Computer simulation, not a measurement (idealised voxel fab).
process module | voxel tone inversion
cross-section cut | 165 nm wide | cells 5 nm
A cross-section is a grid of square cells, given in bands from the top down. A band is one or more rows of cells.
Each band's line starts with the height of the band's top and of its bottom, in nm. Then come its materials from left to right, each with its width in nm. One material with "throughout" fills the band from edge to edge. "air" is empty space.
Height 0 is the level under which the wafer as received is all one material. The lowest band goes on downwards, as in "0 down".
A width such as "30 to 40" changes by the same amount from each row of cells to the next, from the band's top row to its bottom row.
"no change" after a step means that no cell of the cross-section changed.
closed voids: empty space of 8 cells or more with no open way to the top, each as width x height at its distance from the left edge, in nm
after a step's settings: what the simulator itself notes on the step
overlay nm, on a step with a mask: how far to the right of its planned place the mask lay; to the left if negative
plan
1 op RECEIVE | material Si
2 op CONFORMAL_DEP | material SiN | thk nm 5
3 op DIRECTIONAL_DEP | material polySi | thk nm 20
4 op PATTERN | tone cover | mask id POSTS | material resist | width nm 20 | pitch nm 35 | thk nm 25 | overlay nm 0
5 op DIRECTIONAL_ETCH | etch materials polySi | depth nm 20
6 op STRIP | etch materials resist
7 op FILL_DEP | material lowk | thk nm 10
8 op CMP | height nm 25
9 op STRIP | etch materials polySi
as received, after step 1
  0 down: Si throughout
  closed voids: none
a wafer at the end: this start, this plan, one mistake
  25 to 20: SiN throughout
  20 to 0: polySi throughout
  0 down: Si throughout
  closed voids: none
what went wrong: steps 2 and 3 were swapped
